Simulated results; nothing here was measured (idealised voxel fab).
A process module follows: voxel self aligned vias.
FYI the section here is cut, 225 nm wide, cells are 5 nm squares.
Reading order for cross-sections: top band down to bottom band. Underlying form: a grid of square cells. Band size: one or more rows of cells.
In this notation a band is specified by the heights of its top and bottom, in that order and in nm, after which its materials appear from left to right, each paired with its width in nm. The word "full width" attached to a single material means that material fills the band from edge to edge; the word "empty" stands for empty space.
We count height from 0. Below that, the starting wafer is all one material. The lowest band never ends at the bottom but goes on down; see "top 0, no bottom" for how that is written.
Width "30 to 40": first value at the band's top row of cells, second value at its bottom row, equal change from row to row.
"no alterations made", as given for a step, is the statement that not any cell of the cross-section underwent a change during that step.
Closed empty spaces (no open way to the top) of 8 cells or more are what "Sealed internal voids" lists, each as width x height at distance from the left edge, nm for all three.
On a step's line, text after the settings is the simulator commenting on that step.
overlay nm: how far to the right of its planned place the mask lay on this masked step (negative: to the left).
[This section lists the process steps that were planned]
1: RECEIVE (material Si)
2: CONFORMAL_DEP (material SiO2; thk nm 15)
3: CONFORMAL_DEP (material SiCN; thk nm 5)
4: DIRECTIONAL_DEP (material SiO2; thk nm 20)
5: DIRECTIONAL_DEP (material aC; thk nm 10)
6: PATTERN (tone open; mask id LINES; material resist; width nm 20; pitch nm 45; thk nm 25; overlay nm 0)
7: DIRECTIONAL_ETCH (etch materials aC; depth nm 10)
8: STRIP (etch materials resist)
9: DIRECTIONAL_ETCH (etch materials SiO2; depth nm 20)
10: STRIP (etch materials aC)
11: CONFORMAL_DEP (material TiN; thk nm 5)
12: FILL_DEP (material Ru; thk nm 10)
13: CMP (height nm 40)
14: SELECTIVE_ETCH (etch materials W Ru TiN; depth nm 5)
15: FILL_DEP (material SiN; thk nm 10)
16: CMP (height nm 40)
17: DIRECTIONAL_DEP (material SiO2; thk nm 20)
18: MASKED_ETCH (tone open; mask id VIAS; width nm 30; etch materials SiO2; depth nm 20; overlay nm 0)
19: MASKED_ETCH (tone open; mask id VIAS; width nm 30; etch materials SiN; depth nm 5; overlay nm 0)
20: CONFORMAL_DEP (material TiN; thk nm 5)
21: FILL_DEP (material Ru; thk nm 5)
22: CMP (height nm 60)
23: CONFORMAL_DEP (material SiCN; thk nm 5)
[Cross-section: wafer on arrival = after step 1]
- top 0, no bottom = Si full width
- Sealed internal voids: none
[Starting wafer: above. Plan: above. Run: one mistake. Cross-section after the module: below]
- top 65, bottom 60 = SiCN full width
- top 60, bottom 45 = SiO2 75 nm  TiN 5 nm  Ru 20 nm  TiN 5 nm  SiO2 120 nm
- top 45, bottom 40 = SiO2 75 nm  TiN 10 nm  Ru 10 nm  TiN 10 nm  SiO2 120 nm
- top 40, bottom 35 = SiO2 80 nm  TiN 20 nm  SiO2 25 nm  SiN 20 nm  SiO2 80 nm
- top 35, bottom 30 = SiCN full width
- top 30, bottom 0 = SiO2 full width
- top 0, no bottom = Si full width
- Sealed internal voids: none
It is concluded that the wafer was processed incorrectly with respect to the plan, in that the plan had its step 2 run twice
